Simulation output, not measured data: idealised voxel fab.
Name of the process module below: voxel spacer lines
Square cell edge 5 nm, section width 230 nm, ID cut.
This document writes a cross-section as a grid whose cells are square, and gives it as bands, listed from the top down; one or more rows of cells form a band.
Band: top and bottom heights (nm) first, top before bottom; then materials from left to right, widths in nm. "everywhere" marks a sole material filling the band edge to edge. "empty" denotes empty space.
Heights are measured from 0, the level below which the as-received wafer is all one material; the lowest band has no bottom and continues downward, written as in "0 and below".
It should be noted that a width expressed as "30 to 40" varies in equal increments from row to row of cells within the band, taking the value of the first number at the top row and that of the second number at the bottom row.
Where a step carries "same as before", the cross-section came out of it unchanged, cell for cell.
Look at "Closed empty spaces" for the closed voids: empty spaces with no open path to the top, sized 8 cells or up. Each is width x height at distance, distance from the left edge, all nm.
On each step's line, the part that comes after the settings is the simulator's own comment on the step.
"overlay nm" on a masked step: distance the mask lay right of its planned place, negative for left.
The steps planned for the process are as follows:
| 1 | RECEIVE: material Si |
| 2 | CONFORMAL_DEP: material Al2O3, thk nm 10 |
| 3 | DIRECTIONAL_DEP: material polySi, thk nm 20 |
| 4 | DIRECTIONAL_DEP: material aC, thk nm 30 |
| 5 | PATTERN: tone cover, mask id MANDREL, material resist, width nm 20, pitch nm 70, thk nm 35, overlay nm 0 |
| 6 | DIRECTIONAL_ETCH: etch materials aC, depth nm 30 |
| 7 | STRIP: etch materials resist |
| 8 | CONFORMAL_DEP: material SiO2, thk nm 15 |
| 9 | DIRECTIONAL_ETCH: etch materials SiO2, depth nm 15 |
| 10 | STRIP: etch materials aC |
| 11 | DIRECTIONAL_ETCH: etch materials polySi, depth nm 20 |
| 12 | STRIP: etch materials SiO2 |
| 13 | FILL_DEP: material SiO2, thk nm 5 |
| 14 | CMP: height nm 30 |
Wafer as received: cross-section following step 1:
0 and below | Si everywhere
Closed empty spaces: none
Below is the wafer in cross-section after the module was completed. It began from the starting point shown above and followed the plan shown above, except that one mistake was made while running it:
20 down to 10 | 55 of SiO2, 15 of polySi, 20 of SiO2, 15 of polySi, 20 of SiO2, 15 of polySi, 20 of SiO2, 15 of polySi, 55 of SiO2
10 down to 0 | Al2O3 everywhere
0 and below | Si everywhere
Closed empty spaces: none
What was the processing mistake? step 14 was run on a setting that differed from the plan, and what really ran there is CMP: height nm 20
